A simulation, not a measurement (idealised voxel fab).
Module name: voxel gate over fins (process module)
255 nm wide, 5 nm square cells: that's cross-section cut.
Think of the cross-section as a grid of square cells. We describe it in bands, top to bottom, and each band covers one or more rows of those cells. Heights first: top, then bottom, in nm. Then materials, left to right, each with a width in nm. "everywhere" on a single material: fills the band edge to edge. "blank": empty space. Below 0: as-received wafer, all one material; heights counted from there. Lowest band: no bottom, goes on down, written "from 0 down". Width spec "30 to 40" -> top row of cells at first value, bottom row at second value, equal per-row change in between. Take "no change" at face value: in the step it is given for, the cross-section changed in none of its cells. This entry, "Trapped cavities", enumerates those empty regions of no fewer than 8 cells that possess no open connection to the top. Each region is reported in the form width x height at distance, the distance being taken from the left edge, with all three quantities expressed in nm. Past the settings on a step's line: simulator remark, on that step. On any step carrying a mask, the "overlay nm" setting, if present on the step's line, tells how far right of its planned place the mask lay; negative values point to the left.

Planned process steps
1 RECEIVE,material Si
2 CONFORMAL_DEP,material SiN,thk nm 5
3 PATTERN,tone cover,mask id FINS,material resist,width nm 15,pitch nm 35,thk nm 20,overlay nm 0
4 DIRECTIONAL_ETCH,etch materials SiN,depth nm 5
5 DIRECTIONAL_ETCH,etch materials Si,depth nm 40
6 STRIP,etch materials resist
7 OXIDIZE,depth nm 5
8 FILL_DEP,material SiO2,thk nm 10
9 CMP,height nm 5
10 SELECTIVE_ETCH,etch materials SiO2,depth nm 15
11 STRIP,etch materials SiN
12 CONFORMAL_DEP,material HfO2,thk nm 5
13 CONFORMAL_DEP,material TiN,thk nm 5
14 CONFORMAL_DEP,material TiAl,thk nm 5
15 CONFORMAL_DEP,material TiN,thk nm 5
16 FILL_DEP,material W,thk nm 15
17 CMP,height nm 30
18 CONFORMAL_DEP,material SiCN,thk nm 10

As-received state of the wafer in cross-section, equivalent to post-step 1
from 0 down  Si everywhere
Trapped cavities: none

First wafer at the end, as planned
from 40 to 30  SiCN everywhere
from 30 to 20  W everywhere
from 20 to 15  W 50, TiN 150, W 55
from 15 to 10  W 50, TiN 5, TiAl 140, TiN 5, W 55
from 10 to 5  TiN 55, TiAl 5, TiN 25, TiAl 10, TiN 25, TiAl 10, TiN 25, TiAl 10, TiN 25, TiAl 5, TiN 60
from 5 to 0  TiAl 60, TiN 5, HfO2 15, TiN 5, TiAl 10, TiN 5, HfO2 15, TiN 5, TiAl 10, TiN 5, HfO2 15, TiN 5, TiAl 10, TiN 5, HfO2 15, TiN 5, TiAl 65
from 0 to -5  TiN 65, HfO2 5, Si 5, HfO2 5, TiN 20, HfO2 5, Si 5, HfO2 5, TiN 20, HfO2 5, Si 5, HfO2 5, TiN 20, HfO2 5, Si 5, HfO2 5, TiN 70
from -5 to -10  HfO2 70, Si 5, HfO2 30, Si 5, HfO2 30, Si 5, HfO2 30, Si 5, HfO2 75
from -10 to -45  SiO2 70, Si 5, SiO2 30, Si 5, SiO2 30, Si 5, SiO2 30, Si 5, SiO2 75
from -45 down  Si everywhere
Trapped cavities: none

Cross-sectional view: second of two wafers, end of module; start and plan identical to the first, one mistake in running
from 40 to 30  SiCN everywhere
from 30 to 15  W everywhere
from 15 to 5  W 55, TiN 140, W 60
from 5 to 0  TiN 65, HfO2 15, TiN 20, HfO2 15, TiN 20, HfO2 15, TiN 20, HfO2 15, TiN 70
from 0 to -5  TiN 65, HfO2 5, Si 5, HfO2 5, TiN 20, HfO2 5, Si 5, HfO2 5, TiN 20, HfO2 5, Si 5, HfO2 5, TiN 20, HfO2 5, Si 5, HfO2 5, TiN 70
from -5 to -10  HfO2 70, Si 5, HfO2 30, Si 5, HfO2 30, Si 5, HfO2 30, Si 5, HfO2 75
from -10 to -45  SiO2 70, Si 5, SiO2 30, Si 5, SiO2 30, Si 5, SiO2 30, Si 5, SiO2 75
from -45 down  Si everywhere
Trapped cavities: none
Misprocessing identified: step 14 of the plan was bypassed and not carried out
The closing comparison, in cells, has the second wafer with more or fewer of some materials than the first: -67 TiAl | +12 TiN | +55 W
